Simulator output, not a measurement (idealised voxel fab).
This is a process module. Its name is voxel capacitor over wiring.
This is section cut - it's 160 nm across, gridded in 5 nm square cells.
In this document a cross-section is written as a grid of square cells. It is given as a series of bands, listed from the top down, and a band is one or more rows of cells.
Look at the band entry: it leads with the top's height and the bottom's height in nm. Then it lists the materials left to right, with a width in nm for each. The word "throughout" on a single material says that material fills the band edge to edge. The word "blank" is empty space.
Height reference: 0 = level under which incoming wafer is all one material. Lowest band: no bottom, runs on downward, e.g. "0 and below".
So if you see something like "30 to 40" for the width, read it as the top row of the band sitting at the first number and the bottom row at the second, with every row in between moving by the same amount as the last.
Key: "identical to before" - step with no changed cell in the cross-section.
Entry "Sealed-off cavities" = empty spaces >= 8 cells with no open way to the top; each as width x height at distance, distance from left edge, all nm.
Past the settings on a step's line: simulator remark, on that step.
For masked steps, "overlay nm" on the step line gives how far right of plan the mask actually lay; a minus sign means it lay to the left.

-- Set out below are the planned steps of the process
1,op RECEIVE | material Si
2,op CONFORMAL_DEP | material SiO2 | thk nm 15
3,op DIRECTIONAL_DEP | material TiN | thk nm 5
4,op DIRECTIONAL_DEP | material W | thk nm 25
5,op DIRECTIONAL_DEP | material aC | thk nm 10
6,op PATTERN | tone cover | mask id METAL_1 | material resist | width nm 20 | pitch nm 70 | thk nm 25 | overlay nm 0
7,op DIRECTIONAL_ETCH | etch materials aC | depth nm 10
8,op STRIP | etch materials resist
9,op DIRECTIONAL_ETCH | etch materials W | depth nm 25
10,op DIRECTIONAL_ETCH | etch materials TiN | depth nm 5
11,op STRIP | etch materials aC
12,op FILL_DEP | material SiO2 | thk nm 5
13,op CMP | height nm 45
14,op CONFORMAL_DEP | material SiCN | thk nm 5
15,op DIRECTIONAL_DEP | material lowk | thk nm 10
16,op MASKED_ETCH | tone open | mask id PLUG_1 | width nm 15 | etch materials lowk | depth nm 10 | overlay nm 0
17,op MASKED_ETCH | tone open | mask id PLUG_1 | width nm 15 | etch materials SiCN | depth nm 5 | overlay nm 0
18,op EPI | material Ru | thk nm 10
19,op EPI | material Ru | thk nm 5
20,op DIRECTIONAL_DEP | material TiN | thk nm 10
21,op DIRECTIONAL_DEP | material SiN | thk nm 5
22,op DIRECTIONAL_DEP | material TiN | thk nm 10
23,op DIRECTIONAL_DEP | material aC | thk nm 10
24,op PATTERN | tone cover | mask id UPPER_PLATE | material resist | width nm 55 | thk nm 30 | overlay nm 0
25,op DIRECTIONAL_ETCH | etch materials aC | depth nm 10
26,op STRIP | etch materials resist
27,op DIRECTIONAL_ETCH | etch materials TiN | depth nm 10
28,op DIRECTIONAL_ETCH | etch materials SiN | depth nm 5
29,op STRIP | etch materials aC
30,op PATTERN | tone cover | mask id LOWER_PLATE | material resist | width nm 65 | thk nm 20 | overlay nm 0
31,op DIRECTIONAL_ETCH | etch materials TiN | depth nm 10
32,op STRIP | etch materials resist
33,op FILL_DEP | material SiO2 | thk nm 15
34,op CMP | height nm 95
35,op PATTERN | tone open | mask id PLUG_2 | material resist | width nm 15 | thk nm 15 | overlay nm 0
36,op DIRECTIONAL_ETCH | etch materials SiO2 | depth nm 10
37,op STRIP | etch materials resist
38,op CONFORMAL_DEP | material TiN | thk nm 5
39,op FILL_DEP | material W | thk nm 10
40,op CMP | height nm 95
41,op CONFORMAL_DEP | material SiCN | thk nm 5

-- Wafer at receipt (post step 1), cross-section
0 and below = Si throughout
Sealed-off cavities: none

-- Look at the cross-section after the module: the wafer started out the way shown above and the plan was the one shown above, yet one mistake was made along the way
100 down to 95 = SiCN throughout
95 down to 90 = SiO2=50 | TiN=5 | W=5 | TiN=5 | SiO2=95
90 down to 85 = SiO2=50 | TiN=15 | SiO2=95
85 down to 80 = SiO2=40 | SiN=55 | SiO2=65
80 down to 70 = SiO2=35 | TiN=65 | SiO2=60
70 down to 60 = TiN throughout
60 down to 50 = lowk=40 | Ru=15 | lowk=105
50 down to 45 = SiCN=40 | Ru=15 | SiCN=105
45 down to 20 = SiO2=35 | W=20 | SiO2=50 | W=20 | SiO2=35
20 down to 15 = SiO2=35 | TiN=20 | SiO2=50 | TiN=20 | SiO2=35
15 down to 0 = SiO2 throughout
0 and below = Si throughout
Sealed-off cavities: none
What went wrong in running the wafer? mixed up steps 21 and 22 - ran each in the other's place
